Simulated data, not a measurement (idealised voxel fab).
Process module name: voxel air gaps
Square cells of 5 nm make up the cross-section cut, whose width is 260 nm.
Cross-section format: a grid of square cells, given as bands from top to bottom; each band is one or more rows of cells.
The entry gives the band's vertical extent as a top height and a bottom height in nm, then its horizontal make-up as materials from left to right, each with a width in nm. "empty" stands for empty space; a single material marked "all across" fills the band edge to edge.
Ref level 0: as-received wafer is one material below here. Bottom band extends down with no lower bound ("0 and below").
The width entry "30 to 40" should be interpreted row by row: the top row of cells in the band takes the first number, the bottom row takes the second number, and the change between adjacent rows is uniform throughout.
Reading "nothing changed" for a step: not a cell of the cross-section changed in it.
Under "Enclosed internal voids" you'll find the enclosed gaps, the ones with no way out to the top, that are 8 cells or bigger; each reads width x height at distance, with distance counted from the left edge, everything in nm.
Formally, on a step line, whatever follows the settings is a remark that the simulator itself makes on the step.
The setting "overlay nm" may be written on the line of a step. When the step uses a mask, the value reports how far to the right of the planned place the mask lay, and a negative value reports that it lay to the left.
Quick note on how to read the rest: it's all pairs. You get the cross-section before a process step and the one after, but the after one only goes down as far as the lowest band that changed. The step in between, with its settings, sits under the pair. Heads up, the pairs can come from different runs of this module on the same starting wafer, so don't assume a pair picks up from the one above unless its "Before step" entry says it does.
BEFORE STEP
- 0 and below = Si all across
- Enclosed internal voids: none
POST-PROCESS VIEW
- 10 down to 0 = SiO2 all across
- Under 0: no change, same as before.
- Enclosed internal voids: none
The two cross-sections above are separated by a single process step, namely CONFORMAL_DEP: material SiO2, thk nm 10
Before step: identical to the post-step cross-section of the immediately preceding pair.
POST-PROCESS VIEW
- 15 down to 10 = SiCN all across
- Under 10: no change, same as before.
- Enclosed internal voids: none
The two cross-sections above are separated by a single process step, namely CONFORMAL_DEP: material SiCN, thk nm 5
Before step: identical to the post-step cross-section of the immediately preceding pair.
POST-PROCESS VIEW
- 55 down to 15 = lowk all across
- Under 15: no change, same as before.
- Enclosed internal voids: none
The two cross-sections above are separated by a single process step, namely DIRECTIONAL_DEP: material lowk, thk nm 40
Before step: identical to the post-step cross-section of the immediately preceding pair.
POST-PROCESS VIEW
- 70 down to 55 = aC all across
- Under 55: no change, same as before.
- Enclosed internal voids: none
The two cross-sections above are separated by a single process step, namely DIRECTIONAL_DEP: material aC, thk nm 15
Before step: identical to the post-step cross-section of the immediately preceding pair.
POST-PROCESS VIEW
- 105 down to 70 = 40 nm resist  25 nm empty  25 nm resist  25 nm empty  25 nm resist  25 nm empty  25 nm resist  25 nm empty  45 nm resist
- Under 70: no change, same as before.
- Enclosed internal voids: none
The two cross-sections above are separated by a single process step, namely PATTERN: tone open, mask id LINES, material resist, width nm 25, pitch nm 50, thk nm 35, overlay nm 0
Before step: identical to the post-step cross-section of the immediately preceding pair.
POST-PROCESS VIEW
- 90 down to 70 = 40 nm resist  25 nm empty  25 nm resist  25 nm empty  25 nm resist  25 nm empty  25 nm resist  25 nm empty  45 nm resist
- 70 down to 55 = 40 nm aC  25 nm empty  25 nm aC  25 nm empty  25 nm aC  25 nm empty  25 nm aC  25 nm empty  45 nm aC
- Under 55: no change, same as before.
- Enclosed internal voids: none
The two cross-sections above are separated by a single process step, namely DIRECTIONAL_ETCH: etch materials aC, depth nm 15
Before step: identical to the post-step cross-section of the immediately preceding pair.
POST-PROCESS VIEW
- 70 down to 55 = 40 nm aC  25 nm empty  25 nm aC  25 nm empty  25 nm aC  25 nm empty  25 nm aC  25 nm empty  45 nm aC
- Under 55: no change, same as before.
- Enclosed internal voids: none
The two cross-sections above are separated by a single process step, namely STRIP: etch materials resist
Before step: identical to the post-step cross-section of the immediately preceding pair.
POST-PROCESS VIEW
- 70 down to 55 = 40 nm aC  25 nm empty  25 nm aC  25 nm empty  25 nm aC  25 nm empty  25 nm aC  25 nm empty  45 nm aC
- 55 down to 15 = 40 nm lowk  25 nm empty  25 nm lowk  25 nm empty  25 nm lowk  25 nm empty  25 nm lowk  25 nm empty  45 nm lowk
- Under 15: no change, same as before.
- Enclosed internal voids: none
The two cross-sections above are separated by a single process step, namely DIRECTIONAL_ETCH: etch materials lowk, depth nm 40
Before step: identical to the post-step cross-section of the immediately preceding pair.
POST-PROCESS VIEW
- 55 down to 15 = 40 nm lowk  25 nm empty  25 nm lowk  25 nm empty  25 nm lowk  25 nm empty  25 nm lowk  25 nm empty  45 nm lowk
- Under 15: no change, same as before.
- Enclosed internal voids: none
The two cross-sections above are separated by a single process step, namely STRIP: etch materials aC
Before step: identical to the post-step cross-section of the immediately preceding pair.
POST-PROCESS VIEW
- 60 down to 55 = 45 nm TiN  15 nm empty  35 nm TiN  15 nm empty  35 nm TiN  15 nm empty  35 nm TiN  15 nm empty  50 nm TiN
- 55 down to 20 = 40 nm lowk  5 nm TiN  15 nm empty  5 nm TiN  25 nm lowk  5 nm TiN  15 nm empty  5 nm TiN  25 nm lowk  5 nm TiN  15 nm empty  5 nm TiN  25 nm lowk  5 nm TiN  15 nm empty  5 nm TiN  45 nm lowk
- 20 down to 15 = 40 nm lowk  25 nm TiN  25 nm lowk  25 nm TiN  25 nm lowk  25 nm TiN  25 nm lowk  25 nm TiN  45 nm lowk
- Under 15: no change, same as before.
- Enclosed internal voids: none
The two cross-sections above are separated by a single process step, namely CONFORMAL_DEP: material TiN, thk nm 5
Before step: identical to the post-step cross-section of the immediately preceding pair.
POST-PROCESS VIEW
- 65 down to 60 = W all across
- 60 down to 55 = 45 nm TiN  15 nm W  35 nm TiN  15 nm W  35 nm TiN  15 nm W  35 nm TiN  15 nm W  50 nm TiN
- 55 down to 20 = 40 nm lowk  5 nm TiN  15 nm W  5 nm TiN  25 nm lowk  5 nm TiN  15 nm W  5 nm TiN  25 nm lowk  5 nm TiN  15 nm W  5 nm TiN  25 nm lowk  5 nm TiN  15 nm W  5 nm TiN  45 nm lowk
- Under 20: no change, same as before.
- Enclosed internal voids: none
The two cross-sections above are separated by a single process step, namely FILL_DEP: material W, thk nm 5
Before step: identical to the post-step cross-section of the immediately preceding pair.
POST-PROCESS VIEW
- 55 down to 20 = 40 nm lowk  5 nm TiN  15 nm W  5 nm TiN  25 nm lowk  5 nm TiN  15 nm W  5 nm TiN  25 nm lowk  5 nm TiN  15 nm W  5 nm TiN  25 nm lowk  5 nm TiN  15 nm W  5 nm TiN  45 nm lowk
- Under 20: no change, same as before.
- Enclosed internal voids: none
The two cross-sections above are separated by a single process step, namely CMP: height nm 55
Before step: identical to the post-step cross-section of the immediately preceding pair.
POST-PROCESS VIEW
- 65 down to 55 = 30 nm empty  45 nm Ru  5 nm empty  45 nm Ru  5 nm empty  45 nm Ru  5 nm empty  45 nm Ru  35 nm empty
- Under 55: no change, same as before.
- Enclosed internal voids: none
The two cross-sections above are separated by a single process step, namely EPI: material Ru, thk nm 10
Before step: identical to the post-step cross-section of the immediately preceding pair.
POST-PROCESS VIEW
- 65 down to 55 = 30 nm empty  45 nm Ru  5 nm empty  45 nm Ru  5 nm empty  45 nm Ru  5 nm empty  45 nm Ru  35 nm empty
- 55 down to 20 = 40 nm empty  5 nm TiN  15 nm W  5 nm TiN  25 nm empty  5 nm TiN  15 nm W  5 nm TiN  25 nm empty  5 nm TiN  15 nm W  5 nm TiN  25 nm empty  5 nm TiN  15 nm W  5 nm TiN  45 nm empty
- 20 down to 15 = 40 nm empty  25 nm TiN  25 nm empty  25 nm TiN  25 nm empty  25 nm TiN  25 nm empty  25 nm TiN  45 nm empty
- Under 15: no change, same as before.
- Enclosed internal voids: none
The two cross-sections above are separated by a single process step, namely SELECTIVE_ETCH: etch materials lowk, depth nm 50
Before step: identical to the post-step cross-section of the immediately preceding pair.
POST-PROCESS VIEW
- 70 down to 65 = 25 nm empty  205 nm SiCN  30 nm empty
- 65 down to 55 = 25 nm empty  5 nm SiCN  45 nm Ru  5 nm SiCN  45 nm Ru  5 nm SiCN  45 nm Ru  5 nm SiCN  45 nm Ru  5 nm SiCN  30 nm empty
- 55 down to 50 = 25 nm empty  15 nm SiCN  5 nm TiN  15 nm W  5 nm TiN  25 nm SiCN  5 nm TiN  15 nm W  5 nm TiN  25 nm SiCN  5 nm TiN  15 nm W  5 nm TiN  25 nm SiCN  5 nm TiN  15 nm W  5 nm TiN  15 nm SiCN  30 nm empty
- 50 down to 20 = 35 nm empty  5 nm SiCN  5 nm TiN  15 nm W  5 nm TiN  5 nm SiCN  15 nm empty  5 nm SiCN  5 nm TiN  15 nm W  5 nm TiN  5 nm SiCN  15 nm empty  5 nm SiCN  5 nm TiN  15 nm W  5 nm TiN  5 nm SiCN  15 nm empty  5 nm SiCN  5 nm TiN  15 nm W  5 nm TiN  5 nm SiCN  40 nm empty
- 20 down to 15 = 40 nm SiCN  25 nm TiN  25 nm SiCN  25 nm TiN  25 nm SiCN  25 nm TiN  25 nm SiCN  25 nm TiN  45 nm SiCN
- Under 15: no change, same as before.
- Enclosed internal voids: 15 x 30 at 70; 15 x 30 at 120; 15 x 30 at 170
The two cross-sections above are separated by a single process step, namely CONFORMAL_DEP: material SiCN, thk nm 5
BEFORE STEP
- 65 down to 55 = 30 nm empty  45 nm Ru  5 nm empty  45 nm Ru  5 nm empty  45 nm Ru  5 nm empty  45 nm Ru  35 nm empty
- 55 down to 20 = 40 nm lowk  5 nm TiN  15 nm W  5 nm TiN  25 nm lowk  5 nm TiN  15 nm W  5 nm TiN  25 nm lowk  5 nm TiN  15 nm W  5 nm TiN  25 nm lowk  5 nm TiN  15 nm W  5 nm TiN  45 nm lowk
- 20 down to 15 = 40 nm lowk  25 nm TiN  25 nm lowk  25 nm TiN  25 nm lowk  25 nm TiN  25 nm lowk  25 nm TiN  45 nm lowk
- 15 down to 10 = SiCN all across
- 10 down to 0 = SiO2 all across
- 0 and below = Si all across
- Enclosed internal voids: none
POST-PROCESS VIEW
- 75 down to 55 = 20 nm empty  215 nm Ru  25 nm empty
- Under 55: no change, same as before.
- Enclosed internal voids: none
The two cross-sections above are separated by a single process step, namely EPI: material Ru, thk nm 10
Before step: identical to the post-step cross-section of the immediately preceding pair.
POST-PROCESS VIEW
- 75 down to 55 = 20 nm empty  215 nm Ru  25 nm empty
- 55 down to 20 = 40 nm empty  5 nm TiN  15 nm W  5 nm TiN  25 nm lowk  5 nm TiN  15 nm W  5 nm TiN  25 nm lowk  5 nm TiN  15 nm W  5 nm TiN  25 nm lowk  5 nm TiN  15 nm W  5 nm TiN  45 nm empty
- 20 down to 15 = 40 nm empty  25 nm TiN  25 nm lowk  25 nm TiN  25 nm lowk  25 nm TiN  25 nm lowk  25 nm TiN  45 nm empty
- Under 15: no change, same as before.
- Enclosed internal voids: none
The two cross-sections above are separated by a single process step, namely SELECTIVE_ETCH: etch materials lowk, depth nm 50
Before step: identical to the post-step cross-section of the immediately preceding pair.
POST-PROCESS VIEW
- 80 down to 75 = 15 nm empty  225 nm SiCN  20 nm empty
- 75 down to 55 = 15 nm empty  5 nm SiCN  215 nm Ru  5 nm SiCN  20 nm empty
- 55 down to 50 = 15 nm empty  25 nm SiCN  5 nm TiN  15 nm W  5 nm TiN  25 nm lowk  5 nm TiN  15 nm W  5 nm TiN  25 nm lowk  5 nm TiN  15 nm W  5 nm TiN  25 nm lowk  5 nm TiN  15 nm W  5 nm TiN  25 nm SiCN  20 nm empty
- 50 down to 20 = 35 nm empty  5 nm SiCN  5 nm TiN  15 nm W  5 nm TiN  25 nm lowk  5 nm TiN  15 nm W  5 nm TiN  25 nm lowk  5 nm TiN  15 nm W  5 nm TiN  25 nm lowk  5 nm TiN  15 nm W  5 nm TiN  5 nm SiCN  40 nm empty
- 20 down to 15 = 40 nm SiCN  25 nm TiN  25 nm lowk  25 nm TiN  25 nm lowk  25 nm TiN  25 nm lowk  25 nm TiN  45 nm SiCN
- Under 15: no change, same as before.
- Enclosed internal voids: none
The two cross-sections above are separated by a single process step, namely CONFORMAL_DEP: material SiCN, thk nm 5
BEFORE STEP
- 0 and below = Si all across
- Enclosed internal voids: none
POST-PROCESS VIEW
- 5 down to 0 = SiCN all across
- Under 0: no change, same as before.
- Enclosed internal voids: none
The two cross-sections above are separated by a single process step, namely CONFORMAL_DEP: material SiCN, thk nm 5
Before step: identical to the post-step cross-section of the immediately preceding pair.
POST-PROCESS VIEW
- 15 down to 5 = SiO2 all across
- Under 5: no change, same as before.
- Enclosed internal voids: none
The two cross-sections above are separated by a single process step, namely CONFORMAL_DEP: material SiO2, thk nm 10
Before step: identical to the post-step cross-section of the immediately preceding pair.
POST-PROCESS VIEW
- 55 down to 15 = lowk all across
- Under 15: no change, same as before.
- Enclosed internal voids: none
The two cross-sections above are separated by a single process step, namely DIRECTIONAL_DEP: material lowk, thk nm 40
Before step: identical to the post-step cross-section of the immediately preceding pair.
POST-PROCESS VIEW
- 70 down to 55 = aC all across
- Under 55: no change, same as before.
- Enclosed internal voids: none
The two cross-sections above are separated by a single process step, namely DIRECTIONAL_DEP: material aC, thk nm 15
Before step: identical to the post-step cross-section of the immediately preceding pair.
POST-PROCESS VIEW
- 105 down to 70 = 40 nm resist  25 nm empty  25 nm resist  25 nm empty  25 nm resist  25 nm empty  25 nm resist  25 nm empty  45 nm resist
- Under 70: no change, same as before.
- Enclosed internal voids: none
The two cross-sections above are separated by a single process step, namely PATTERN: tone open, mask id LINES, material resist, width nm 25, pitch nm 50, thk nm 35, overlay nm 0
Before step: identical to the post-step cross-section of the immediately preceding pair.
POST-PROCESS VIEW
- 90 down to 70 = 40 nm resist  25 nm empty  25 nm resist  25 nm empty  25 nm resist  25 nm empty  25 nm resist  25 nm empty  45 nm resist
- 70 down to 55 = 40 nm aC  25 nm empty  25 nm aC  25 nm empty  25 nm aC  25 nm empty  25 nm aC  25 nm empty  45 nm aC
- Under 55: no change, same as before.
- Enclosed internal voids: none
The two cross-sections above are separated by a single process step, namely DIRECTIONAL_ETCH: etch materials aC, depth nm 15
Before step: identical to the post-step cross-section of the immediately preceding pair.
POST-PROCESS VIEW
- 70 down to 55 = 40 nm aC  25 nm empty  25 nm aC  25 nm empty  25 nm aC  25 nm empty  25 nm aC  25 nm empty  45 nm aC
- Under 55: no change, same as before.
- Enclosed internal voids: none
The two cross-sections above are separated by a single process step, namely STRIP: etch materials resist
Before step: identical to the post-step cross-section of the immediately preceding pair.
POST-PROCESS VIEW
- 70 down to 55 = 40 nm aC  25 nm empty  25 nm aC  25 nm empty  25 nm aC  25 nm empty  25 nm aC  25 nm empty  45 nm aC
- 55 down to 15 = 40 nm lowk  25 nm empty  25 nm lowk  25 nm empty  25 nm lowk  25 nm empty  25 nm lowk  25 nm empty  45 nm lowk
- Under 15: no change, same as before.
- Enclosed internal voids: none
The two cross-sections above are separated by a single process step, namely DIRECTIONAL_ETCH: etch materials lowk, depth nm 40
Before step: identical to the post-step cross-section of the immediately preceding pair.
POST-PROCESS VIEW
- 55 down to 15 = 40 nm lowk  25 nm empty  25 nm lowk  25 nm empty  25 nm lowk  25 nm empty  25 nm lowk  25 nm empty  45 nm lowk
- Under 15: no change, same as before.
- Enclosed internal voids: none
The two cross-sections above are separated by a single process step, namely STRIP: etch materials aC
Before step: identical to the post-step cross-section of the immediately preceding pair.
POST-PROCESS VIEW
- 60 down to 55 = 45 nm TiN  15 nm empty  35 nm TiN  15 nm empty  35 nm TiN  15 nm empty  35 nm TiN  15 nm empty  50 nm TiN
- 55 down to 20 = 40 nm lowk  5 nm TiN  15 nm empty  5 nm TiN  25 nm lowk  5 nm TiN  15 nm empty  5 nm TiN  25 nm lowk  5 nm TiN  15 nm empty  5 nm TiN  25 nm lowk  5 nm TiN  15 nm empty  5 nm TiN  45 nm lowk
- 20 down to 15 = 40 nm lowk  25 nm TiN  25 nm lowk  25 nm TiN  25 nm lowk  25 nm TiN  25 nm lowk  25 nm TiN  45 nm lowk
- Under 15: no change, same as before.
- Enclosed internal voids: none
The two cross-sections above are separated by a single process step, namely CONFORMAL_DEP: material TiN, thk nm 5
Before step: identical to the post-step cross-section of the immediately preceding pair.
POST-PROCESS VIEW
- 65 down to 60 = W all across
- 60 down to 55 = 45 nm TiN  15 nm W  35 nm TiN  15 nm W  35 nm TiN  15 nm W  35 nm TiN  15 nm W  50 nm TiN
- 55 down to 20 = 40 nm lowk  5 nm TiN  15 nm W  5 nm TiN  25 nm lowk  5 nm TiN  15 nm W  5 nm TiN  25 nm lowk  5 nm TiN  15 nm W  5 nm TiN  25 nm lowk  5 nm TiN  15 nm W  5 nm TiN  45 nm lowk
- Under 20: no change, same as before.
- Enclosed internal voids: none
The two cross-sections above are separated by a single process step, namely FILL_DEP: material W, thk nm 5
Before step: identical to the post-step cross-section of the immediately preceding pair.
POST-PROCESS VIEW
- 55 down to 20 = 40 nm lowk  5 nm TiN  15 nm W  5 nm TiN  25 nm lowk  5 nm TiN  15 nm W  5 nm TiN  25 nm lowk  5 nm TiN  15 nm W  5 nm TiN  25 nm lowk  5 nm TiN  15 nm W  5 nm TiN  45 nm lowk
- Under 20: no change, same as before.
- Enclosed internal voids: none
The two cross-sections above are separated by a single process step, namely CMP: height nm 55
Before step: identical to the post-step cross-section of the immediately preceding pair.
POST-PROCESS VIEW
- 65 down to 55 = 30 nm empty  45 nm Ru  5 nm empty  45 nm Ru  5 nm empty  45 nm Ru  5 nm empty  45 nm Ru  35 nm empty
- Under 55: no change, same as before.
- Enclosed internal voids: none
The two cross-sections above are separated by a single process step, namely EPI: material Ru, thk nm 10
Before step: identical to the post-step cross-section of the immediately preceding pair.
POST-PROCESS VIEW
- 65 down to 55 = 30 nm empty  45 nm Ru  5 nm empty  45 nm Ru  5 nm empty  45 nm Ru  5 nm empty  45 nm Ru  35 nm empty
- 55 down to 20 = 40 nm empty  5 nm TiN  15 nm W  5 nm TiN  25 nm empty  5 nm TiN  15 nm W  5 nm TiN  25 nm empty  5 nm TiN  15 nm W  5 nm TiN  25 nm empty  5 nm TiN  15 nm W  5 nm TiN  45 nm empty
- 20 down to 15 = 40 nm empty  25 nm TiN  25 nm empty  25 nm TiN  25 nm empty  25 nm TiN  25 nm empty  25 nm TiN  45 nm empty
- Under 15: no change, same as before.
- Enclosed internal voids: none
The two cross-sections above are separated by a single process step, namely SELECTIVE_ETCH: etch materials lowk, depth nm 50
Before step: identical to the post-step cross-section of the immediately preceding pair.
POST-PROCESS VIEW
- 70 down to 65 = 25 nm empty  205 nm SiCN  30 nm empty
- 65 down to 55 = 25 nm empty  5 nm SiCN  45 nm Ru  5 nm SiCN  45 nm Ru  5 nm SiCN  45 nm Ru  5 nm SiCN  45 nm Ru  5 nm SiCN  30 nm empty
- 55 down to 50 = 25 nm empty  15 nm SiCN  5 nm TiN  15 nm W  5 nm TiN  25 nm SiCN  5 nm TiN  15 nm W  5 nm TiN  25 nm SiCN  5 nm TiN  15 nm W  5 nm TiN  25 nm SiCN  5 nm TiN  15 nm W  5 nm TiN  15 nm SiCN  30 nm empty
- 50 down to 20 = 35 nm empty  5 nm SiCN  5 nm TiN  15 nm W  5 nm TiN  5 nm SiCN  15 nm empty  5 nm SiCN  5 nm TiN  15 nm W  5 nm TiN  5 nm SiCN  15 nm empty  5 nm SiCN  5 nm TiN  15 nm W  5 nm TiN  5 nm SiCN  15 nm empty  5 nm SiCN  5 nm TiN  15 nm W  5 nm TiN  5 nm SiCN  40 nm empty
- 20 down to 15 = 40 nm SiCN  25 nm TiN  25 nm SiCN  25 nm TiN  25 nm SiCN  25 nm TiN  25 nm SiCN  25 nm TiN  45 nm SiCN
- Under 15: no change, same as before.
- Enclosed internal voids: 15 x 30 at 70; 15 x 30 at 120; 15 x 30 at 170
The two cross-sections above are separated by a single process step, namely CONFORMAL_DEP: material SiCN, thk nm 5
BEFORE STEP
- 0 and below = Si all across
- Enclosed internal voids: none
POST-PROCESS VIEW
- 15 down to 0 = SiO2 all across
- Under 0: no change, same as before.
- Enclosed internal voids: none
The two cross-sections above are separated by a single process step, namely CONFORMAL_DEP: material SiO2, thk nm 15
Before step: identical to the post-step cross-section of the immediately preceding pair.
POST-PROCESS VIEW
- 20 down to 15 = SiCN all across
- Under 15: no change, same as before.
- Enclosed internal voids: none
The two cross-sections above are separated by a single process step, namely CONFORMAL_DEP: material SiCN, thk nm 5
Before step: identical to the post-step cross-section of the immediately preceding pair.
POST-PROCESS VIEW
- 60 down to 20 = lowk all across
- Under 20: no change, same as before.
- Enclosed internal voids: none
The two cross-sections above are separated by a single process step, namely DIRECTIONAL_DEP: material lowk, thk nm 40
Before step: identical to the post-step cross-section of the immediately preceding pair.
POST-PROCESS VIEW
- 75 down to 60 = aC all across
- Under 60: no change, same as before.
- Enclosed internal voids: none
The two cross-sections above are separated by a single process step, namely DIRECTIONAL_DEP: material aC, thk nm 15
Before step: identical to the post-step cross-section of the immediately preceding pair.
POST-PROCESS VIEW
- 110 down to 75 = 40 nm resist  25 nm empty  25 nm resist  25 nm empty  25 nm resist  25 nm empty  25 nm resist  25 nm empty  45 nm resist
- Under 75: no change, same as before.
- Enclosed internal voids: none
The two cross-sections above are separated by a single process step, namely PATTERN: tone open, mask id LINES, material resist, width nm 25, pitch nm 50, thk nm 35, overlay nm 0
Before step: identical to the post-step cross-section of the immediately preceding pair.
POST-PROCESS VIEW
- 95 down to 75 = 40 nm resist  25 nm empty  25 nm resist  25 nm empty  25 nm resist  25 nm empty  25 nm resist  25 nm empty  45 nm resist
- 75 down to 60 = 40 nm aC  25 nm empty  25 nm aC  25 nm empty  25 nm aC  25 nm empty  25 nm aC  25 nm empty  45 nm aC
- Under 60: no change, same as before.
- Enclosed internal voids: none
The two cross-sections above are separated by a single process step, namely DIRECTIONAL_ETCH: etch materials aC, depth nm 15
Before step: identical to the post-step cross-section of the immediately preceding pair.
POST-PROCESS VIEW
- 75 down to 60 = 40 nm aC  25 nm empty  25 nm aC  25 nm empty  25 nm aC  25 nm empty  25 nm aC  25 nm empty  45 nm aC
- Under 60: no change, same as before.
- Enclosed internal voids: none
The two cross-sections above are separated by a single process step, namely STRIP: etch materials resist
Before step: identical to the post-step cross-section of the immediately preceding pair.
POST-PROCESS VIEW
- 75 down to 60 = 40 nm aC  25 nm empty  25 nm aC  25 nm empty  25 nm aC  25 nm empty  25 nm aC  25 nm empty  45 nm aC
- 60 down to 20 = 40 nm lowk  25 nm empty  25 nm lowk  25 nm empty  25 nm lowk  25 nm empty  25 nm lowk  25 nm empty  45 nm lowk
- Under 20: no change, same as before.
- Enclosed internal voids: none
The two cross-sections above are separated by a single process step, namely DIRECTIONAL_ETCH: etch materials lowk, depth nm 40
Before step: identical to the post-step cross-section of the immediately preceding pair.
POST-PROCESS VIEW
- 60 down to 20 = 40 nm lowk  25 nm empty  25 nm lowk  25 nm empty  25 nm lowk  25 nm empty  25 nm lowk  25 nm empty  45 nm lowk
- Under 20: no change, same as before.
- Enclosed internal voids: none
The two cross-sections above are separated by a single process step, namely STRIP: etch materials aC
Before step: identical to the post-step cross-section of the immediately preceding pair.
POST-PROCESS VIEW
- 65 down to 60 = 45 nm TiN  15 nm empty  35 nm TiN  15 nm empty  35 nm TiN  15 nm empty  35 nm TiN  15 nm empty  50 nm TiN
- 60 down to 25 = 40 nm lowk  5 nm TiN  15 nm empty  5 nm TiN  25 nm lowk  5 nm TiN  15 nm empty  5 nm TiN  25 nm lowk  5 nm TiN  15 nm empty  5 nm TiN  25 nm lowk  5 nm TiN  15 nm empty  5 nm TiN  45 nm lowk
- 25 down to 20 = 40 nm lowk  25 nm TiN  25 nm lowk  25 nm TiN  25 nm lowk  25 nm TiN  25 nm lowk  25 nm TiN  45 nm lowk
- Under 20: no change, same as before.
- Enclosed internal voids: none
The two cross-sections above are separated by a single process step, namely CONFORMAL_DEP: material TiN, thk nm 5
Before step: identical to the post-step cross-section of the immediately preceding pair.
POST-PROCESS VIEW
- 70 down to 65 = W all across
- 65 down to 60 = 45 nm TiN  15 nm W  35 nm TiN  15 nm W  35 nm TiN  15 nm W  35 nm TiN  15 nm W  50 nm TiN
- 60 down to 25 = 40 nm lowk  5 nm TiN  15 nm W  5 nm TiN  25 nm lowk  5 nm TiN  15 nm W  5 nm TiN  25 nm lowk  5 nm TiN  15 nm W  5 nm TiN  25 nm lowk  5 nm TiN  15 nm W  5 nm TiN  45 nm lowk
- Under 25: no change, same as before.
- Enclosed internal voids: none
The two cross-sections above are separated by a single process step, namely FILL_DEP: material W, thk nm 5
Before step: identical to the post-step cross-section of the immediately preceding pair.
POST-PROCESS VIEW
- 55 down to 25 = 40 nm lowk  5 nm TiN  15 nm W  5 nm TiN  25 nm lowk  5 nm TiN  15 nm W  5 nm TiN  25 nm lowk  5 nm TiN  15 nm W  5 nm TiN  25 nm lowk  5 nm TiN  15 nm W  5 nm TiN  45 nm lowk
- Under 25: no change, same as before.
- Enclosed internal voids: none
The two cross-sections above are separated by a single process step, namely CMP: height nm 55
Before step: identical to the post-step cross-section of the immediately preceding pair.
POST-PROCESS VIEW
- 65 down to 55 = 30 nm empty  45 nm Ru  5 nm empty  45 nm Ru  5 nm empty  45 nm Ru  5 nm empty  45 nm Ru  35 nm empty
- Under 55: no change, same as before.
- Enclosed internal voids: none
The two cross-sections above are separated by a single process step, namely EPI: material Ru, thk nm 10
Before step: identical to the post-step cross-section of the immediately preceding pair.
POST-PROCESS VIEW
- 65 down to 55 = 30 nm empty  45 nm Ru  5 nm empty  45 nm Ru  5 nm empty  45 nm Ru  5 nm empty  45 nm Ru  35 nm empty
- 55 down to 25 = 40 nm empty  5 nm TiN  15 nm W  5 nm TiN  25 nm empty  5 nm TiN  15 nm W  5 nm TiN  25 nm empty  5 nm TiN  15 nm W  5 nm TiN  25 nm empty  5 nm TiN  15 nm W  5 nm TiN  45 nm empty
- 25 down to 20 = 40 nm empty  25 nm TiN  25 nm empty  25 nm TiN  25 nm empty  25 nm TiN  25 nm empty  25 nm TiN  45 nm empty
- Under 20: no change, same as before.
- Enclosed internal voids: none
The two cross-sections above are separated by a single process step, namely SELECTIVE_ETCH: etch materials lowk, depth nm 50
Before step: identical to the post-step cross-section of the immediately preceding pair.
POST-PROCESS VIEW
- 70 down to 65 = 25 nm empty  205 nm SiCN  30 nm empty
- 65 down to 55 = 25 nm empty  5 nm SiCN  45 nm Ru  5 nm SiCN  45 nm Ru  5 nm SiCN  45 nm Ru  5 nm SiCN  45 nm Ru  5 nm SiCN  30 nm empty
- 55 down to 50 = 25 nm empty  15 nm SiCN  5 nm TiN  15 nm W  5 nm TiN  25 nm SiCN  5 nm TiN  15 nm W  5 nm TiN  25 nm SiCN  5 nm TiN  15 nm W  5 nm TiN  25 nm SiCN  5 nm TiN  15 nm W  5 nm TiN  15 nm SiCN  30 nm empty
- 50 down to 25 = 35 nm empty  5 nm SiCN  5 nm TiN  15 nm W  5 nm TiN  5 nm SiCN  15 nm empty  5 nm SiCN  5 nm TiN  15 nm W  5 nm TiN  5 nm SiCN  15 nm empty  5 nm SiCN  5 nm TiN  15 nm W  5 nm TiN  5 nm SiCN  15 nm empty  5 nm SiCN  5 nm TiN  15 nm W  5 nm TiN  5 nm SiCN  40 nm empty
- 25 down to 20 = 40 nm SiCN  25 nm TiN  25 nm SiCN  25 nm TiN  25 nm SiCN  25 nm TiN  25 nm SiCN  25 nm TiN  45 nm SiCN
- Under 20: no change, same as before.
- Enclosed internal voids: 15 x 25 at 70; 15 x 25 at 120; 15 x 25 at 170
The two cross-sections above are separated by a single process step, namely CONFORMAL_DEP: material SiCN, thk nm 5
BEFORE STEP
- 70 down to 55 = aC all across
- 55 down to 15 = lowk all across
- 15 down to 10 = SiCN all across
- 10 down to 0 = SiO2 all across
- 0 and below = Si all across
- Enclosed internal voids: none
POST-PROCESS VIEW
- 105 down to 70 = 40 nm resist  30 nm empty  20 nm resist  30 nm empty  20 nm resist  30 nm empty  20 nm resist  30 nm empty  40 nm resist
- Under 70: no change, same as before.
- Enclosed internal voids: none
The two cross-sections above are separated by a single process step, namely PATTERN: tone open, mask id LINES, material resist, width nm 30, pitch nm 50, thk nm 35, overlay nm 0
Before step: identical to the post-step cross-section of the immediately preceding pair.
POST-PROCESS VIEW
- 90 down to 70 = 40 nm resist  30 nm empty  20 nm resist  30 nm empty  20 nm resist  30 nm empty  20 nm resist  30 nm empty  40 nm resist
- 70 down to 55 = 40 nm aC  30 nm empty  20 nm aC  30 nm empty  20 nm aC  30 nm empty  20 nm aC  30 nm empty  40 nm aC
- Under 55: no change, same as before.
- Enclosed internal voids: none
The two cross-sections above are separated by a single process step, namely DIRECTIONAL_ETCH: etch materials aC, depth nm 15
Before step: identical to the post-step cross-section of the immediately preceding pair.
POST-PROCESS VIEW
- 70 down to 55 = 40 nm aC  30 nm empty  20 nm aC  30 nm empty  20 nm aC  30 nm empty  20 nm aC  30 nm empty  40 nm aC
- Under 55: no change, same as before.
- Enclosed internal voids: none
The two cross-sections above are separated by a single process step, namely STRIP: etch materials resist
Before step: identical to the post-step cross-section of the immediately preceding pair.
POST-PROCESS VIEW
- 70 down to 55 = 40 nm aC  30 nm empty  20 nm aC  30 nm empty  20 nm aC  30 nm empty  20 nm aC  30 nm empty  40 nm aC
- 55 down to 15 = 40 nm lowk  30 nm empty  20 nm lowk  30 nm empty  20 nm lowk  30 nm empty  20 nm lowk  30 nm empty  40 nm lowk
- Under 15: no change, same as before.
- Enclosed internal voids: none
The two cross-sections above are separated by a single process step, namely DIRECTIONAL_ETCH: etch materials lowk, depth nm 40
Before step: identical to the post-step cross-section of the immediately preceding pair.
POST-PROCESS VIEW
- 55 down to 15 = 40 nm lowk  30 nm empty  20 nm lowk  30 nm empty  20 nm lowk  30 nm empty  20 nm lowk  30 nm empty  40 nm lowk
- Under 15: no change, same as before.
- Enclosed internal voids: none
The two cross-sections above are separated by a single process step, namely STRIP: etch materials aC
